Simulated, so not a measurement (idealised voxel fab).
This is a process module. Its name is voxel released beams.
The figure presents cross-section cut, which has a width of 290 nm and is divided into square cells with an edge length of 5 nm.
In this document a cross-section is written as a grid of square cells. It is given as a series of bands, listed from the top down, and a band is one or more rows of cells. Read a band's entry like this: the first values are the height of its top and the height of its bottom in nm, and what follows is the sequence of materials from left to right, each with its width in nm. Note that "empty" is empty space, and that a single material marked "throughout" reaches across the band from edge to edge. Heights from 0 (as-received wafer is one material below). Bottom band endless downward, as "from 0 down". You'd read "30..40" like this: the band's top row of cells is as wide as the first number, its bottom row is as wide as the second, and going down, every row changes width by the same amount as the row before did. Where a step carries "no change", the cross-section came out of it unchanged, cell for cell. You'll see "Enclosed void inventory" listing empty spaces that have no way open to the top, as long as they're 8 cells or more; the notation is width x height at distance, where the distance is from the left edge, and all of it is in nm. That trailing text on a step's line, after the settings, is the simulator's own remark on the step. overlay nm, on a step with a mask: how far to the right of its planned place the mask lay; to the left if negative.

BELOW IS THE LIST OF PLANNED PROCESS STEPS
1,RECEIVE, material Si
2,CONFORMAL_DEP, material SiN, thk nm 10
3,DIRECTIONAL_DEP, material SiO2, thk nm 10
4,PATTERN, tone open, mask id ANCHOR, material resist, width nm 25, thk nm 15, overlay nm 0
5,DIRECTIONAL_ETCH, etch materials SiO2, depth nm 10
6,STRIP, etch materials resist
7,CONFORMAL_DEP, material W, thk nm 10
8,PATTERN, tone cover, mask id BEAM, material resist, width nm 75, thk nm 15, overlay nm 0
9,DIRECTIONAL_ETCH, etch materials W, depth nm 10
10,STRIP, etch materials resist
11,STRIP, etch materials SiO2

WAFER AT RECEIPT (POST STEP 1), CROSS-SECTION
- from 0 down = Si throughout
- Enclosed void inventory: none

SAME STARTING WAFER, SAME PLAN AS ABOVE, ONE MISTAKE IN THE EXECUTION; THIS IS THE CROSS-SECTION AT THE END OF THE MODULE
- from 30 to 20 = 105 nm empty  40 nm W  145 nm empty
- from 20 to 10 = 100 nm empty  10 nm W  25 nm SiO2  45 nm W  110 nm empty
- from 10 to 0 = SiN throughout
- from 0 down = Si throughout
- Enclosed void inventory: none
The plan and the run diverged here: step 4 ran as: PATTERN, tone cover, mask id ANCHOR, material resist, width nm 25, thk nm 15, overlay nm 0
